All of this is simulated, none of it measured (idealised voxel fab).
The document below concerns the process module designated voxel double patterning.
Displayed cross-section: cut, width of 175 nm, square cells sized 5 nm.
In what follows, cross-sections appear as grids of square cells, described through bands that run from the top down, where every band is one or more rows of cells.
Read a band's entry like this: the first values are the height of its top and the height of its bottom in nm, and what follows is the sequence of materials from left to right, each with its width in nm. Note that "blank" is empty space, and that a single material marked "edge to edge" reaches across the band from edge to edge.
Beneath 0, the wafer as received is one material, and that level is where height counting begins. The lowest band goes on downward without a bottom; it is written like "0 nm and below".
So if you see something like "30 to 40" for the width, read it as the top row of the band sitting at the first number and the bottom row at the second, with every row in between moving by the same amount as the last.
No cell of the cross-section changed in a step that is given as "no modifications".
For the entry "Enclosed void inventory", the listed items are empty spaces with no open way to the top whose size is 8 cells or more; each item follows the pattern width x height at distance, where distance is from the left edge and all three are in nm.
Where a step's line continues beyond its settings, the continuation is a remark by the simulator itself on that step.
The optional step-line setting "overlay nm" applies to steps with a mask and quantifies how far to the right of its planned location the mask lay, a negative value indicating leftward placement.

Process steps - plan
| 1 | RECEIVE | material Si |
| 2 | CONFORMAL_DEP | material SiN | thk nm 5 |
| 3 | DIRECTIONAL_DEP | material SiO2 | thk nm 20 |
| 4 | DIRECTIONAL_DEP | material SiCN | thk nm 5 |
| 5 | DIRECTIONAL_DEP | material aC | thk nm 15 |
| 6 | PATTERN | tone open | mask id FIRST | material resist | width nm 15 | pitch nm 50 | thk nm 30 | overlay nm 0 |
| 7 | DIRECTIONAL_ETCH | etch materials aC | depth nm 15 |
| 8 | STRIP | etch materials resist |
| 9 | DIRECTIONAL_ETCH | etch materials SiCN | depth nm 5 |
| 10 | STRIP | etch materials aC |
| 11 | DIRECTIONAL_DEP | material aC | thk nm 10 |
| 12 | PATTERN | tone open | mask id SECOND | material resist | width nm 15 | thk nm 30 | overlay nm 0 |
| 13 | DIRECTIONAL_ETCH | etch materials aC | depth nm 10 |
| 14 | STRIP | etch materials resist |
| 15 | DIRECTIONAL_ETCH | etch materials SiCN | depth nm 5 |
| 16 | STRIP | etch materials aC |
| 17 | DIRECTIONAL_ETCH | etch materials SiO2 | depth nm 20 |
| 18 | STRIP | etch materials SiCN |

Account of the first of two wafers, which was processed as intended

As-received wafer cross-section (after step 1)
0 nm and below  Si edge to edge
Enclosed void inventory: none

Upon completion of step 2, the wafer appears in cross-section as shown
5 nm to 0 nm  SiN edge to edge
Nothing below the height 0 has changed.

Upon completion of step 3, the wafer appears in cross-section as shown
25 nm to 5 nm  SiO2 edge to edge
Nothing below the height 5 has changed.

Upon completion of step 4, the wafer appears in cross-section as shown
30 nm to 25 nm  SiCN edge to edge
Nothing below the height 25 has changed.

Upon completion of step 5, the wafer appears in cross-section as shown
45 nm to 30 nm  aC edge to edge
Nothing below the height 30 has changed.

Upon completion of step 6, the wafer appears in cross-section as shown
75 nm to 45 nm  resist: 55, blank: 15, resist: 35, blank: 15, resist: 55
Nothing below the height 45 has changed.

Upon completion of step 7, the wafer appears in cross-section as shown
60 nm to 45 nm  resist: 55, blank: 15, resist: 35, blank: 15, resist: 55
45 nm to 30 nm  aC: 55, blank: 15, aC: 35, blank: 15, aC: 55
Nothing below the height 30 has changed.

Upon completion of step 8, the wafer appears in cross-section as shown
45 nm to 30 nm  aC: 55, blank: 15, aC: 35, blank: 15, aC: 55
Nothing below the height 30 has changed.

Upon completion of step 9, the wafer appears in cross-section as shown
45 nm to 30 nm  aC: 55, blank: 15, aC: 35, blank: 15, aC: 55
30 nm to 25 nm  SiCN: 55, blank: 15, SiCN: 35, blank: 15, SiCN: 55
Nothing below the height 25 has changed.

Upon completion of step 10, the wafer appears in cross-section as shown
30 nm to 25 nm  SiCN: 55, blank: 15, SiCN: 35, blank: 15, SiCN: 55
Nothing below the height 25 has changed.

Upon completion of step 11, the wafer appears in cross-section as shown
40 nm to 35 nm  aC: 55, blank: 15, aC: 35, blank: 15, aC: 55
35 nm to 30 nm  aC edge to edge
30 nm to 25 nm  SiCN: 55, aC: 15, SiCN: 35, aC: 15, SiCN: 55
Nothing below the height 25 has changed.

Upon completion of step 12, the wafer appears in cross-section as shown
70 nm to 40 nm  resist: 80, blank: 15, resist: 80
40 nm to 35 nm  aC: 55, resist: 15, aC: 35, resist: 15, aC: 55
Nothing below the height 35 has changed.

Upon completion of step 13, the wafer appears in cross-section as shown
60 nm to 40 nm  resist: 80, blank: 15, resist: 80
40 nm to 35 nm  aC: 55, resist: 15, aC: 10, blank: 15, aC: 10, resist: 15, aC: 55
35 nm to 30 nm  aC: 80, blank: 15, aC: 80
Nothing below the height 30 has changed.

Upon completion of step 14, the wafer appears in cross-section as shown
40 nm to 35 nm  aC: 55, blank: 15, aC: 10, blank: 15, aC: 10, blank: 15, aC: 55
Nothing below the height 35 has changed.

Upon completion of step 15, the wafer appears in cross-section as shown
40 nm to 35 nm  aC: 55, blank: 15, aC: 10, blank: 15, aC: 10, blank: 15, aC: 55
35 nm to 30 nm  aC: 80, blank: 15, aC: 80
30 nm to 25 nm  SiCN: 55, aC: 15, SiCN: 10, blank: 15, SiCN: 10, aC: 15, SiCN: 55
Nothing below the height 25 has changed.

Upon completion of step 16, the wafer appears in cross-section as shown
30 nm to 25 nm  SiCN: 55, blank: 15, SiCN: 10, blank: 15, SiCN: 10, blank: 15, SiCN: 55
Nothing below the height 25 has changed.

Upon completion of step 17, the wafer appears in cross-section as shown
30 nm to 25 nm  SiCN: 55, blank: 15, SiCN: 10, blank: 15, SiCN: 10, blank: 15, SiCN: 55
25 nm to 5 nm  SiO2: 55, blank: 15, SiO2: 10, blank: 15, SiO2: 10, blank: 15, SiO2: 55
Nothing below the height 5 has changed.

Upon completion of step 18, the wafer appears in cross-section as shown
25 nm to 5 nm  SiO2: 55, blank: 15, SiO2: 10, blank: 15, SiO2: 10, blank: 15, SiO2: 55
Nothing below the height 5 has changed.

Regarding the second of the two wafers: it shared the first wafer's starting condition and process plan, yet one error occurred during its execution. Its history coincides with that of the first wafer up to and including step 5

The second wafer cut through, at the time step 6 was supposed to be finished
75 nm to 45 nm  resist: 65, blank: 15, resist: 35, blank: 15, resist: 45
Nothing below the height 45 has changed.

The second wafer cut through, at the time step 7 was supposed to be finished
60 nm to 45 nm  resist: 65, blank: 15, resist: 35, blank: 15, resist: 45
45 nm to 30 nm  aC: 65, blank: 15, aC: 35, blank: 15, aC: 45
Nothing below the height 30 has changed.

The second wafer cut through, at the time step 8 was supposed to be finished
45 nm to 30 nm  aC: 65, blank: 15, aC: 35, blank: 15, aC: 45
Nothing below the height 30 has changed.

The second wafer cut through, at the time step 9 was supposed to be finished
45 nm to 30 nm  aC: 65, blank: 15, aC: 35, blank: 15, aC: 45
30 nm to 25 nm  SiCN: 65, blank: 15, SiCN: 35, blank: 15, SiCN: 45
Nothing below the height 25 has changed.

The second wafer cut through, at the time step 10 was supposed to be finished
30 nm to 25 nm  SiCN: 65, blank: 15, SiCN: 35, blank: 15, SiCN: 45
Nothing below the height 25 has changed.

The second wafer cut through, at the time step 11 was supposed to be finished
40 nm to 35 nm  aC: 65, blank: 15, aC: 35, blank: 15, aC: 45
35 nm to 30 nm  aC edge to edge
30 nm to 25 nm  SiCN: 65, aC: 15, SiCN: 35, aC: 15, SiCN: 45
Nothing below the height 25 has changed.

The second wafer cut through, at the time step 12 was supposed to be finished
70 nm to 40 nm  resist: 80, blank: 15, resist: 80
40 nm to 35 nm  aC: 65, resist: 15, aC: 35, resist: 15, aC: 45
Nothing below the height 35 has changed.

The second wafer cut through, at the time step 13 was supposed to be finished
60 nm to 40 nm  resist: 80, blank: 15, resist: 80
40 nm to 35 nm  aC: 65, resist: 15, blank: 15, aC: 20, resist: 15, aC: 45
35 nm to 30 nm  aC: 80, blank: 15, aC: 80
Nothing below the height 30 has changed.

The second wafer cut through, at the time step 14 was supposed to be finished
40 nm to 35 nm  aC: 65, blank: 30, aC: 20, blank: 15, aC: 45
Nothing below the height 35 has changed.

The second wafer cut through, at the time step 15 was supposed to be finished
40 nm to 35 nm  aC: 65, blank: 30, aC: 20, blank: 15, aC: 45
35 nm to 30 nm  aC: 80, blank: 15, aC: 80
30 nm to 25 nm  SiCN: 65, aC: 15, blank: 15, SiCN: 20, aC: 15, SiCN: 45
Nothing below the height 25 has changed.

The second wafer cut through, at the time step 16 was supposed to be finished
30 nm to 25 nm  SiCN: 65, blank: 30, SiCN: 20, blank: 15, SiCN: 45
Nothing below the height 25 has changed.

The second wafer cut through, at the time step 17 was supposed to be finished
30 nm to 25 nm  SiCN: 65, blank: 30, SiCN: 20, blank: 15, SiCN: 45
25 nm to 5 nm  SiO2: 65, blank: 30, SiO2: 20, blank: 15, SiO2: 45
Nothing below the height 5 has changed.

The second wafer cut through, at the time step 18 was supposed to be finished
25 nm to 5 nm  SiO2: 65, blank: 30, SiO2: 20, blank: 15, SiO2: 45
Nothing below the height 5 has changed.
Short version of what went wrong: step 6 ran differently from the plan; actual operation with settings: PATTERN | tone open | mask id FIRST | material resist | width nm 15 | pitch nm 50 | thk nm 30 | overlay nm 10
Final state: per-material cell counts identical on both wafers; locations differ.
